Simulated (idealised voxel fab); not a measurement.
Process module name: voxel ribs on slabs
Cross-section cut: width 165 nm, square cells of 5 nm.
We lay out every cross-section as a grid of square cells and spell it out in bands from the top down, where one band means one or more rows of cells.
A band entry consists of two parts. The first gives the height of the band's top and the height of its bottom, in nm. The rest lists the band's materials from left to right, each with its width in nm. A single material labelled with the word "everywhere" fills the band from edge to edge, and the word "empty" marks empty space.
Beneath 0, the wafer as received is one material, and that level is where height counting begins. The lowest band goes on downward without a bottom; it is written like "0 down".
The two numbers in a width such as "30->40" mark its ends across the band: the first belongs to the top row of cells, the second to the bottom row, and from each row to the next the width moves by the same amount.
You'll sometimes find "no alterations made" written for a step, and that's the way of saying that nowhere in the cross-section did a cell change during that step.
"Encapsulated voids" contains a list of empty spaces, each no smaller than 8 cells and without an open way to the top, written in the form width x height at distance with the distance from the left edge and all three in nm.
Text after the settings on a step's line: the simulator's own remark on that step.
Among the settings permitted on a step's line is "overlay nm"; applied to a step with a mask, it specifies the extent to which the mask lay to the right of its planned position, whereas a negative figure signifies a position to the left.

### Here's what the planned process steps look like
1,RECEIVE,material Si
2,DIRECTIONAL_DEP,material SiO2,thk nm 30
3,DIRECTIONAL_DEP,material polySi,thk nm 20
4,MASKED_ETCH,tone cover,mask id RIB,width nm 30,etch materials polySi,depth nm 15,overlay nm 0
5,MASKED_ETCH,tone cover,mask id SLAB,width nm 70,etch materials polySi,depth nm 5,overlay nm 0
6,FILL_DEP,material SiO2,thk nm 20
7,CMP,height nm 60
8,DIRECTIONAL_DEP,material W,thk nm 5
9,PATTERN,tone cover,mask id HEATER,material resist,width nm 40,thk nm 20,overlay nm 0
10,DIRECTIONAL_ETCH,etch materials W,depth nm 5
11,STRIP,etch materials resist
12,CONFORMAL_DEP,material SiO2,thk nm 5

### First wafer out of two, processed as planned

### Incoming wafer in cross-section (state: after step 1)
0 down: Si everywhere
Encapsulated voids: none

### How the wafer stands in section after step 2
30 to 0: SiO2 everywhere
Whatever lies below 0 is exactly as it was before.

### How the wafer stands in section after step 3
50 to 30: polySi everywhere
Whatever lies below 30 is exactly as it was before.

### How the wafer stands in section after step 4
50 to 35: empty (65) / polySi (30) / empty (70)
Whatever lies below 35 is exactly as it was before.

### How the wafer stands in section after step 5
50 to 35: empty (65) / polySi (30) / empty (70)
35 to 30: empty (45) / polySi (70) / empty (50)
Whatever lies below 30 is exactly as it was before.

### How the wafer stands in section after step 6
70 to 50: SiO2 everywhere
50 to 35: SiO2 (65) / polySi (30) / SiO2 (70)
35 to 30: SiO2 (45) / polySi (70) / SiO2 (50)
Whatever lies below 30 is exactly as it was before.

### How the wafer stands in section after step 7
60 to 50: SiO2 everywhere
Whatever lies below 50 is exactly as it was before.

### How the wafer stands in section after step 8
65 to 60: W everywhere
Whatever lies below 60 is exactly as it was before.

### How the wafer stands in section after step 9
85 to 65: empty (60) / resist (40) / empty (65)
Whatever lies below 65 is exactly as it was before.

### How the wafer stands in section after step 10
85 to 65: empty (60) / resist (40) / empty (65)
65 to 60: empty (60) / W (40) / empty (65)
Whatever lies below 60 is exactly as it was before.

### How the wafer stands in section after step 11
65 to 60: empty (60) / W (40) / empty (65)
Whatever lies below 60 is exactly as it was before.

### How the wafer stands in section after step 12
70 to 65: empty (55) / SiO2 (50) / empty (60)
65 to 60: SiO2 (60) / W (40) / SiO2 (65)
Whatever lies below 60 is exactly as it was before.

### Second wafer. Start and plan as for the first. One mistake made in running. Agrees with the first up to and including step 1

### Second wafer at the planned finish of step 2, seen in cross-section
40 to 0: SiO2 everywhere
Whatever lies below 0 is exactly as it was before.

### Second wafer at the planned finish of step 3, seen in cross-section
60 to 40: polySi everywhere
Whatever lies below 40 is exactly as it was before.

### Second wafer at the planned finish of step 4, seen in cross-section
60 to 45: empty (65) / polySi (30) / empty (70)
Whatever lies below 45 is exactly as it was before.

### Second wafer at the planned finish of step 5, seen in cross-section
60 to 45: empty (65) / polySi (30) / empty (70)
45 to 40: empty (45) / polySi (70) / empty (50)
Whatever lies below 40 is exactly as it was before.

### Second wafer at the planned finish of step 6, seen in cross-section
80 to 60: SiO2 everywhere
60 to 45: SiO2 (65) / polySi (30) / SiO2 (70)
45 to 40: SiO2 (45) / polySi (70) / SiO2 (50)
Whatever lies below 40 is exactly as it was before.

### Second wafer at the planned finish of step 7, seen in cross-section
60 to 45: SiO2 (65) / polySi (30) / SiO2 (70)
Whatever lies below 45 is exactly as it was before.

### Second wafer at the planned finish of step 8, seen in cross-section
65 to 60: W everywhere
Whatever lies below 60 is exactly as it was before.

### Second wafer at the planned finish of step 9, seen in cross-section
85 to 65: empty (60) / resist (40) / empty (65)
Whatever lies below 65 is exactly as it was before.

### Second wafer at the planned finish of step 10, seen in cross-section
85 to 65: empty (60) / resist (40) / empty (65)
65 to 60: empty (60) / W (40) / empty (65)
Whatever lies below 60 is exactly as it was before.

### Second wafer at the planned finish of step 11, seen in cross-section
65 to 60: empty (60) / W (40) / empty (65)
Whatever lies below 60 is exactly as it was before.

### Second wafer at the planned finish of step 12, seen in cross-section
70 to 65: empty (55) / SiO2 (50) / empty (60)
65 to 60: SiO2 (60) / W (40) / SiO2 (65)
Whatever lies below 60 is exactly as it was before.
Which mistake was made when the wafer was run? step 2 was processed under conditions differing from the plan, specifically as DIRECTIONAL_DEP,material SiO2,thk nm 40
At the end, each material covers as many cells on the second wafer as it does on the first, though the cells it covers are elsewhere.
